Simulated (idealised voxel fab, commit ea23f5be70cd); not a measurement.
process module | voxel self aligned contacts
cross-section cut | 215 nm wide | cells 5 nm
A cross-section is a grid of square cells, given in bands from the top down. A band is one or more rows of cells.
Each band's line starts with the height of the band's top and of its bottom, in nm. Then come its materials from left to right, each with its width in nm. One material with "throughout" fills the band from edge to edge. "air" is empty space.
Height 0 is the level under which the wafer as received is all one material. The lowest band goes on downwards, as in "0 down".
A width such as "30 to 40" changes by the same amount from each row of cells to the next, from the band's top row to its bottom row.
"no change" after a step means that no cell of the cross-section changed.
closed voids: empty space of 8 cells or more with no open way to the top, each as width x height at its distance from the left edge, in nm
after a step's settings: what the simulator itself notes on the step
overlay nm, on a step with a mask: how far to the right of its planned place the mask lay; to the left if negative
plan
1 op RECEIVE | material Si
2 op CONFORMAL_DEP | material SiO2 | thk nm 5
3 op DIRECTIONAL_DEP | material polySi | thk nm 30
4 op DIRECTIONAL_DEP | material SiN | thk nm 15
5 op DIRECTIONAL_DEP | material aC | thk nm 15
6 op PATTERN | tone cover | mask id GATE | material resist | width nm 35 | pitch nm 60 | thk nm 30 | overlay nm 0
7 op DIRECTIONAL_ETCH | etch materials aC | depth nm 15
8 op STRIP | etch materials resist
9 op DIRECTIONAL_ETCH | etch materials SiN | depth nm 15
10 op DIRECTIONAL_ETCH | etch materials polySi | depth nm 30
11 op STRIP | etch materials aC
12 op CONFORMAL_DEP | material SiN | thk nm 5
13 op DIRECTIONAL_ETCH | etch materials SiN | depth nm 5
14 op FILL_DEP | material SiO2 | thk nm 20
15 op CMP | height nm 60
16 op PATTERN | tone open | mask id CONTACT | material resist | width nm 45 | thk nm 20 | overlay nm 0
17 op DIRECTIONAL_ETCH | etch materials SiO2 | depth nm 60
18 op STRIP | etch materials resist
19 op CONFORMAL_DEP | material TiN | thk nm 5
20 op FILL_DEP | material W | thk nm 5
21 op CMP | height nm 60
22 op CONFORMAL_DEP | material SiN | thk nm 5
as received, after step 1
  0 down: Si throughout
  closed voids: none
first wafer at the end, as planned
  65 to 60: SiN throughout
  60 to 50: SiO2 85 | TiN 5 to 20 | W 35 to 5 | TiN 5 to 20 | SiO2 85
  50 to 35: SiO2 55 | SiN 45 | TiN 5 | W 5 | TiN 5 | SiN 45 | SiO2 55
  35 to 5: SiO2 55 | SiN 5 | polySi 35 | SiN 5 | TiN 5 | W 5 | TiN 5 | SiN 5 | polySi 35 | SiN 5 | SiO2 55
  5 to 0: SiO2 100 | TiN 15 | SiO2 100
  0 down: Si throughout
  closed voids: none
second wafer at the end: like start, like plan, one mistake
  65 to 60: SiN throughout
  60 to 55: SiO2 85 | TiN 5 | W 35 | TiN 5 | SiO2 85
  55 to 50: SiO2 85 | TiN 45 | SiO2 85
  50 to 35: SiN 65 | SiO2 20 | TiN 5 | SiN 35 | TiN 5 | SiO2 20 | SiN 65
  35 to 5: polySi 60 | SiN 5 | SiO2 20 | TiN 5 | SiN 5 | polySi 25 | SiN 5 | TiN 5 | SiO2 20 | SiN 5 | polySi 60
  5 to 0: SiO2 85 | TiN 5 | SiO2 35 | TiN 5 | SiO2 85
  0 down: Si throughout
  closed voids: none
what went wrong: step 6 ran as: op PATTERN | tone open | mask id GATE | material resist | width nm 35 | pitch nm 60 | thk nm 30 | overlay nm 0
at the end the second wafer has, in cells: 45 more of SiN | 125 fewer of SiO2 | 10 fewer of W | 90 more of polySi
